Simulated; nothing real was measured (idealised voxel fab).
Process module, titled voxel gate over fins
Each square cell in cross-section cut measures 5 nm, and the section as a whole is 165 nm wide.
A cross-section is written here as square cells arranged in a grid, and it is given in bands from the top down, each band taking up one or more rows of cells. Heights first: top, then bottom, in nm. Then materials, left to right, each with a width in nm. "full width" on a single material: fills the band edge to edge. "air": empty space. Heights from 0 (as-received wafer is one material below). Bottom band endless downward, as "z 0 and below". Top row gets the first number, bottom row gets the second, and each row in between changes by the same step: that is how a band width like "30..40" works. "all unchanged" (step): cross-section cells unchanged, all of them. Heads up: "Unvented cavities" only lists the empty pockets with no open path to the top that are 8 cells or more, and it writes them as width x height at distance, distance from the left edge, in nm. Post-settings text on a step line: simulator's own remark regarding the step. overlay nm: mask offset rightward from planned place, masked step; negative means leftward offset.
## So here's the lineup of process steps we planned
1) RECEIVE, material Si
2) CONFORMAL_DEP, material SiN, thk nm 5
3) MASKED_ETCH, tone cover, mask id FINS, width nm 15, pitch nm 40, etch materials SiN, depth nm 5, overlay nm 0
4) MASKED_ETCH, tone cover, mask id FINS, width nm 15, pitch nm 40, etch materials Si, depth nm 30, overlay nm 0
5) OXIDIZE, depth nm 5
6) FILL_DEP, material SiO2, thk nm 10
7) CMP, height nm 5
8) SELECTIVE_ETCH, etch materials SiO2, depth nm 15
9) STRIP, etch materials SiN
10) CONFORMAL_DEP, material HfO2, thk nm 5
11) CONFORMAL_DEP, material TiN, thk nm 5
12) CONFORMAL_DEP, material TiAl, thk nm 5
13) CONFORMAL_DEP, material TiN, thk nm 5
14) FILL_DEP, material W, thk nm 10
15) CMP, height nm 25
16) CONFORMAL_DEP, material SiN, thk nm 10
## Cross-section of the wafer at receipt, which is the condition after step 1
  z 0 and below | Si full width
  Unvented cavities: none
## Starting wafer: above. Plan: above. Run: one mistake. Cross-section after the module: below
  z 40 to 25 | SiN full width
  z 25 to 20 | W full width
  z 20 to 15 | W=20 / TiN=125 / W=20
  z 15 to 10 | W=20 / TiN=5 / TiAl=35 / TiN=5 / TiAl=35 / TiN=5 / TiAl=35 / TiN=5 / W=20
  z 10 to 5 | TiN=25 / TiAl=5 / TiN=25 / TiAl=5 / TiN=5 / TiAl=5 / TiN=25 / TiAl=5 / TiN=5 / TiAl=5 / TiN=25 / TiAl=5 / TiN=25
  z 5 to 0 | TiAl=30 / TiN=5 / HfO2=15 / TiN=5 / TiAl=15 / TiN=5 / HfO2=15 / TiN=5 / TiAl=15 / TiN=5 / HfO2=15 / TiN=5 / TiAl=30
  z 0 to -5 | TiN=35 / HfO2=5 / Si=5 / HfO2=5 / TiN=25 / HfO2=5 / Si=5 / HfO2=5 / TiN=25 / HfO2=5 / Si=5 / HfO2=5 / TiN=35
  z -5 to -10 | HfO2=40 / Si=5 / HfO2=35 / Si=5 / HfO2=35 / Si=5 / HfO2=40
  z -10 to -35 | SiO2=40 / Si=5 / SiO2=35 / Si=5 / SiO2=35 / Si=5 / SiO2=40
  z -35 and below | Si full width
  Unvented cavities: none
Finding, execution versus plan: step 16 did not use the planned setting and instead ran as CONFORMAL_DEP, material SiN, thk nm 15
